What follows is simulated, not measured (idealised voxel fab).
Process module heading - voxel wiring stack
Section shown: cut. Width: 260 nm. Cell size: 5 nm, square.
Cross-section = grid of square cells, listed top down in bands; band = one or more rows.
Each band's line starts with the height of the band's top and of its bottom, in nm. Then come its materials from left to right, each with its width in nm. One material with "edge to edge" fills the band from edge to edge. "air" is empty space.
Measure heights from 0. That's the level where, below it, the as-received wafer is all one material. The lowest band is bottomless and extends downward; write it as in "z 0 and below".
Note: "30->40" means the width goes from the first number (top row of the band) to the second number (bottom row) in equal steps per row of cells.
"everything unchanged", as given for a step, is the statement that not any cell of the cross-section underwent a change during that step.
Look at "Closed empty spaces" for the closed voids: empty spaces with no open path to the top, sized 8 cells or up. Each is width x height at distance, distance from the left edge, all nm.
Step line, after settings: the simulator's comment on this step.
When a step includes a mask, the "overlay nm" setting on its line states how far to the right of its planned place that mask lay, and negative values state how far to the left.

[This section lists the process steps that were planned]
step 1: RECEIVE,material Si
step 2: CONFORMAL_DEP,material SiO2,thk nm 10
step 3: CONFORMAL_DEP,material SiCN,thk nm 5
step 4: DIRECTIONAL_DEP,material SiO2,thk nm 25
step 5: MASKED_ETCH,tone open,mask id METAL_1,width nm 30,pitch nm 55,etch materials SiO2,depth nm 25,overlay nm 0
step 6: MASKED_ETCH,tone open,mask id METAL_1,width nm 30,pitch nm 55,etch materials SiCN,depth nm 5,overlay nm 0
step 7: CONFORMAL_DEP,material TiN,thk nm 5
step 8: FILL_DEP,material Cu,thk nm 5
step 9: CMP,height nm 40
step 10: CONFORMAL_DEP,material SiCN,thk nm 5
step 11: DIRECTIONAL_DEP,material SiO2,thk nm 35
step 12: PATTERN,tone open,mask id METAL_2_HOLES,material resist,width nm 15,pitch nm 55,thk nm 15,overlay nm 0
step 13: DIRECTIONAL_ETCH,etch materials SiO2,depth nm 35
step 14: STRIP,etch materials resist
step 15: PATTERN,tone open,mask id METAL_2,material resist,width nm 30,pitch nm 55,thk nm 20,overlay nm 0
step 16: DIRECTIONAL_ETCH,etch materials SiO2,depth nm 20
step 17: DIRECTIONAL_ETCH,etch materials SiCN,depth nm 5
step 18: STRIP,etch materials resist
step 19: CONFORMAL_DEP,material TiN,thk nm 5
step 20: FILL_DEP,material Ru,thk nm 5
step 21: CMP,height nm 80
step 22: CONFORMAL_DEP,material SiCN,thk nm 5
step 23: DIRECTIONAL_DEP,material SiO2,thk nm 25
step 24: PATTERN,tone open,mask id METAL_3,material resist,width nm 30,pitch nm 55,thk nm 15,overlay nm 0
step 25: DIRECTIONAL_ETCH,etch materials SiO2,depth nm 15
step 26: STRIP,etch materials resist
step 27: PATTERN,tone open,mask id METAL_3_HOLES,material resist,width nm 15,pitch nm 55,thk nm 20,overlay nm 0
step 28: DIRECTIONAL_ETCH,etch materials SiO2,depth nm 10
step 29: DIRECTIONAL_ETCH,etch materials SiCN,depth nm 5
step 30: STRIP,etch materials resist
step 31: CONFORMAL_DEP,material TiN,thk nm 5
step 32: FILL_DEP,material Ru,thk nm 5
step 33: CMP,height nm 110
step 34: CONFORMAL_DEP,material SiCN,thk nm 5

[as received, after step 1]
- z 0 and below | Si edge to edge
- Closed empty spaces: none

[Cross-sectional result after module completion. Note: starting condition and plan are unchanged from above; one processing mistake was made]
- z 115 to 110 | SiCN edge to edge
- z 110 to 100 | SiO2: 30 / TiN: 5 / Ru: 20 / TiN: 5 / SiO2: 25 / TiN: 5 / Ru: 20 / TiN: 5 / SiO2: 25 / TiN: 5 / Ru: 20 / TiN: 5 / SiO2: 25 / TiN: 5 / Ru: 20 / TiN: 5 / SiO2: 35
- z 100 to 95 | SiO2: 30 / TiN: 5 / Ru: 5 / TiN: 20 / SiO2: 25 / TiN: 5 / Ru: 5 / TiN: 20 / SiO2: 25 / TiN: 5 / Ru: 5 / TiN: 20 / SiO2: 25 / TiN: 5 / Ru: 5 / TiN: 20 / SiO2: 35
- z 95 to 85 | SiO2: 30 / TiN: 5 / Ru: 5 / TiN: 5 / SiO2: 40 / TiN: 5 / Ru: 5 / TiN: 5 / SiO2: 40 / TiN: 5 / Ru: 5 / TiN: 5 / SiO2: 40 / TiN: 5 / Ru: 5 / TiN: 5 / SiO2: 50
- z 85 to 75 | SiCN: 30 / TiN: 15->30 / SiCN: 40->25 / TiN: 15->30 / SiCN: 40->25 / TiN: 15->30 / SiCN: 40->25 / TiN: 15->30 / SiCN: 50->35
- z 75 to 40 | SiO2 edge to edge
- z 40 to 15 | SiO2: 30 / TiN: 5 / Cu: 20 / TiN: 5 / SiO2: 25 / TiN: 5 / Cu: 20 / TiN: 5 / SiO2: 25 / TiN: 5 / Cu: 20 / TiN: 5 / SiO2: 25 / TiN: 5 / Cu: 20 / TiN: 5 / SiO2: 35
- z 15 to 10 | SiCN: 30 / TiN: 30 / SiCN: 25 / TiN: 30 / SiCN: 25 / TiN: 30 / SiCN: 25 / TiN: 30 / SiCN: 35
- z 10 to 0 | SiO2 edge to edge
- z 0 and below | Si edge to edge
- Closed empty spaces: none
Misprocessing identified: steps 10 and 11 traded places in the executed sequence
